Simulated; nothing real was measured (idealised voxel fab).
The following process module bears the name voxel transistor to metal.
Pictured: cross-section cut, 165 nm wide, on a grid of 5 nm square cells.
Cross-section spec: square-cell grid; bands listed top down; each band is one or more rows. Per band: top height and bottom height in nm, followed by the left-to-right materials and their widths in nm; "throughout" marks a single material spanning edge to edge, "blank" marks empty space. Note: height 0 marks the level under which the wafer is uniformly one material as received. Lowest band unbounded below, written "0 nm and below". Think of "30..40" as a width that walks from the first number to the second as you go down the band, top row to bottom row, taking equal-sized steps from row to row. Given "left unchanged" for a step, no cell of the cross-section differs between before and after that step. Empty spaces without an open route to the top, at least 8 cells in extent, make up the entry "Closed void entries"; each is given as width x height at distance, where the distance is measured from the left edge, and all are in nm. On each step's line, the part that comes after the settings is the simulator's own comment on the step. The setting "overlay nm" may be written on the line of a step. When the step uses a mask, the value reports how far to the right of the planned place the mask lay, and a negative value reports that it lay to the left.

### Planned process steps
1,RECEIVE [material Si]
2,OXIDIZE [depth nm 5]
3,CONFORMAL_DEP [material SiN] [thk nm 10]
4,MASKED_ETCH [tone cover] [mask id ACTIVE] [width nm 110] [etch materials SiN] [depth nm 10] [overlay nm 0]
5,MASKED_ETCH [tone cover] [mask id ACTIVE] [width nm 110] [etch materials SiO2] [depth nm 5] [overlay nm 0]
6,MASKED_ETCH [tone cover] [mask id ACTIVE] [width nm 110] [etch materials Si] [depth nm 25] [overlay nm 0]
7,OXIDIZE [depth nm 5]
8,FILL_DEP [material SiO2] [thk nm 15]
9,CMP [height nm 10]
10,SELECTIVE_ETCH [etch materials SiO2] [depth nm 5]
11,STRIP [etch materials SiN]
12,SELECTIVE_ETCH [etch materials SiO2] [depth nm 5]
13,OXIDIZE [depth nm 5]
14,DIRECTIONAL_DEP [material polySi] [thk nm 30]
15,DIRECTIONAL_DEP [material SiCN] [thk nm 15]
16,PATTERN [tone cover] [mask id GATE] [material resist] [width nm 30] [thk nm 15] [overlay nm 0]
17,DIRECTIONAL_ETCH [etch materials SiCN] [depth nm 25]
18,DIRECTIONAL_ETCH [etch materials polySi] [depth nm 40]
19,STRIP [etch materials resist]
20,CONFORMAL_DEP [material SiO2] [thk nm 5]
21,DIRECTIONAL_ETCH [etch materials SiO2] [depth nm 5]
22,CONFORMAL_DEP [material SiN] [thk nm 10]
23,DIRECTIONAL_ETCH [etch materials SiN] [depth nm 10]
24,DIRECTIONAL_ETCH [etch materials SiO2] [depth nm 5]
25,DIRECTIONAL_ETCH [etch materials Si] [depth nm 5]
26,EPI [material pSi] [thk nm 10]
27,FILL_DEP [material SiO2] [thk nm 10]
28,CMP [height nm 25]
29,STRIP [etch materials polySi]
30,SELECTIVE_ETCH [etch materials SiO2] [depth nm 5]
31,CONFORMAL_DEP [material HfO2] [thk nm 5]
32,CONFORMAL_DEP [material TiN] [thk nm 5]
33,FILL_DEP [material W] [thk nm 5]
34,CMP [height nm 20]
35,DIRECTIONAL_DEP [material SiO2] [thk nm 10]
36,PATTERN [tone open] [mask id CONTACT] [material resist] [width nm 15] [pitch nm 75] [thk nm 20] [overlay nm 0]
37,DIRECTIONAL_ETCH [etch materials SiO2] [depth nm 30]
38,STRIP [etch materials resist]
39,CONFORMAL_DEP [material TiN] [thk nm 5]
40,FILL_DEP [material Ru] [thk nm 10]
41,CMP [height nm 30]
42,DIRECTIONAL_DEP [material TiN] [thk nm 5]
43,DIRECTIONAL_DEP [material W] [thk nm 15]
44,PATTERN [tone cover] [mask id METAL_1] [material resist] [width nm 15] [pitch nm 75] [thk nm 20] [overlay nm 0]
45,DIRECTIONAL_ETCH [etch materials W] [depth nm 15]
46,DIRECTIONAL_ETCH [etch materials TiN] [depth nm 5]
47,STRIP [etch materials resist]
48,FILL_DEP [material lowk] [thk nm 5]
49,CMP [height nm 50]
50,CONFORMAL_DEP [material SiCN] [thk nm 5]

### Wafer as received: cross-section following step 1
- 0 nm and below | Si throughout
- Closed void entries: none

### Wafer cross-section at module end: first of two, run to plan
- 55 nm to 50 nm | SiCN throughout
- 50 nm to 35 nm | 35 lowk; 15 W; 60 lowk; 15 W; 40 lowk
- 35 nm to 30 nm | 35 lowk; 15 TiN; 60 lowk; 15 TiN; 40 lowk
- 30 nm to 20 nm | 35 SiO2; 5 TiN; 5 Ru; 5 TiN; 60 SiO2; 5 TiN; 5 Ru; 5 TiN; 40 SiO2
- 20 nm to 5 nm | 35 SiO2; 5 TiN; 5 Ru; 5 TiN; 10 SiN; 5 HfO2; 5 TiN; 20 W; 5 TiN; 5 HfO2; 10 SiN; 5 TiN; 5 Ru; 5 TiN; 40 SiO2
- 5 nm to 0 nm | 35 SiO2; 15 TiN; 10 SiN; 5 HfO2; 5 TiN; 20 W; 5 TiN; 5 HfO2; 10 SiN; 15 TiN; 40 SiO2
- 0 nm to -5 nm | 25 SiO2; 10 SiN; 15 pSi; 10 SiN; 5 HfO2; 30 TiN; 5 HfO2; 10 SiN; 15 pSi; 10 SiN; 30 SiO2
- -5 nm to -10 nm | 35 SiO2; 15 pSi; 10 SiO2; 40 HfO2; 10 SiO2; 15 pSi; 40 SiO2
- -10 nm to -15 nm | 30 SiO2; 5 Si; 15 pSi; 60 Si; 15 pSi; 5 Si; 35 SiO2
- -15 nm to -35 nm | 30 SiO2; 100 Si; 35 SiO2
- -35 nm and below | Si throughout
- Closed void entries: none

### Second wafer through the module, sectioned at the end: same beginning and same plan as the first wafer, with one mistake in carrying it out
- 55 nm to 50 nm | SiCN throughout
- 50 nm to 35 nm | 35 lowk; 15 W; 60 lowk; 15 W; 40 lowk
- 35 nm to 30 nm | 35 lowk; 15 TiN; 60 lowk; 15 TiN; 40 lowk
- 30 nm to 20 nm | 35 SiO2; 5 TiN; 5 Ru; 5 TiN; 60 SiO2; 5 TiN; 5 Ru; 5 TiN; 40 SiO2
- 20 nm to 5 nm | 35 SiO2; 5 TiN; 5 Ru; 5 TiN; 10 SiN; 5 HfO2; 5 TiN; 20 W; 5 TiN; 5 HfO2; 10 SiN; 5 TiN; 5 Ru; 5 TiN; 40 SiO2
- 5 nm to 0 nm | 35 SiO2; 15 TiN; 10 SiN; 5 HfO2; 5 TiN; 20 W; 5 TiN; 5 HfO2; 10 SiN; 15 TiN; 40 SiO2
- 0 nm to -5 nm | 20 SiO2; 10 SiN; 10 SiO2; 10 pSi; 10 SiN; 5 HfO2; 30 TiN; 5 HfO2; 10 SiN; 10 pSi; 10 SiO2; 10 SiN; 25 SiO2
- -5 nm to -10 nm | 20 SiO2; 5 SiN; 5 SiO2; 20 pSi; 10 SiO2; 40 HfO2; 10 SiO2; 20 pSi; 5 SiO2; 5 SiN; 25 SiO2
- -10 nm to -15 nm | 35 SiO2; 15 pSi; 60 Si; 15 pSi; 40 SiO2
- -15 nm to -35 nm | 30 SiO2; 100 Si; 35 SiO2
- -35 nm and below | Si throughout
- Closed void entries: none
Heads up, the wafer didn't run the way we planned it: steps 10 and 11 swapped
Wrapping up, a cell-based count of both wafers puts the second over or under the first for these materials: Si: 2 fewer; SiN: 2 more
